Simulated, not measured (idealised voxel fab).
The following process module bears the name voxel double patterning.
240 nm wide, 5 nm square cells: that's cross-section cut.
For the purposes of this document, a cross-section shall be understood as a grid of square cells, specified as bands listed in top-to-bottom order, each band consisting of one or more rows of cells. In this notation a band is specified by the heights of its top and bottom, in that order and in nm, after which its materials appear from left to right, each paired with its width in nm. The word "edge to edge" attached to a single material means that material fills the band from edge to edge; the word "empty" stands for empty space. Counting heights begins at 0, where everything beneath is, in the wafer as received, one material. The lowest band has no bottom; it goes on downwards, as "0 down" shows. The expression "30 to 40" gives the width at the extremes of the band, the first number at its top row of cells and the second at its bottom row, with the width changing by equal amounts from each row to the next in between. "same as before" after a step means that no cell of the cross-section changed. For the entry "Sealed voids", the listed items are empty spaces with no open way to the top whose size is 8 cells or more; each item follows the pattern width x height at distance, where distance is from the left edge and all three are in nm. Where a step's line continues beyond its settings, the continuation is a remark by the simulator itself on that step. "overlay nm", when on a step's line for a step with a mask, measures how far to the right of its planned place the mask lay; a negative measure means to the left.

## Process steps (planned)
1. RECEIVE,material Si
2. CONFORMAL_DEP,material SiO2,thk nm 5
3. DIRECTIONAL_DEP,material TiN,thk nm 20
4. DIRECTIONAL_DEP,material SiN,thk nm 10
5. PATTERN,tone open,mask id FIRST,material resist,width nm 15,pitch nm 50,thk nm 15,overlay nm 0
6. DIRECTIONAL_ETCH,etch materials SiN,depth nm 10
7. STRIP,etch materials resist
8. PATTERN,tone open,mask id SECOND,material resist,width nm 15,thk nm 15,overlay nm 0
9. DIRECTIONAL_ETCH,etch materials SiN,depth nm 10
10. STRIP,etch materials resist
11. DIRECTIONAL_ETCH,etch materials TiN,depth nm 20
12. STRIP,etch materials SiN

## This is the cross-section of the wafer as we received it, i.e. after step 1
	0 down  Si edge to edge
	Sealed voids: none

## First wafer of two, sectioned at end of module; run went per plan
	25 to 5  85 nm TiN, 15 nm empty, 10 nm TiN, 15 nm empty, 10 nm TiN, 15 nm empty, 90 nm TiN
	5 to 0  SiO2 edge to edge
	0 down  Si edge to edge
	Sealed voids: none

## Here's the second of our two wafers sectioned at module end. Same start as the first, same plan, but one mistake got made running it
	25 to 20  SiO2 edge to edge
	20 to 0  TiN edge to edge
	0 down  Si edge to edge
	Sealed voids: none
Diagnosis: the executed order of steps 2 and 3 is the reverse of that specified in the plan, each step having taken the other's position
End of process, cell counts, second wafer against first, materials with more or fewer: +36 TiN
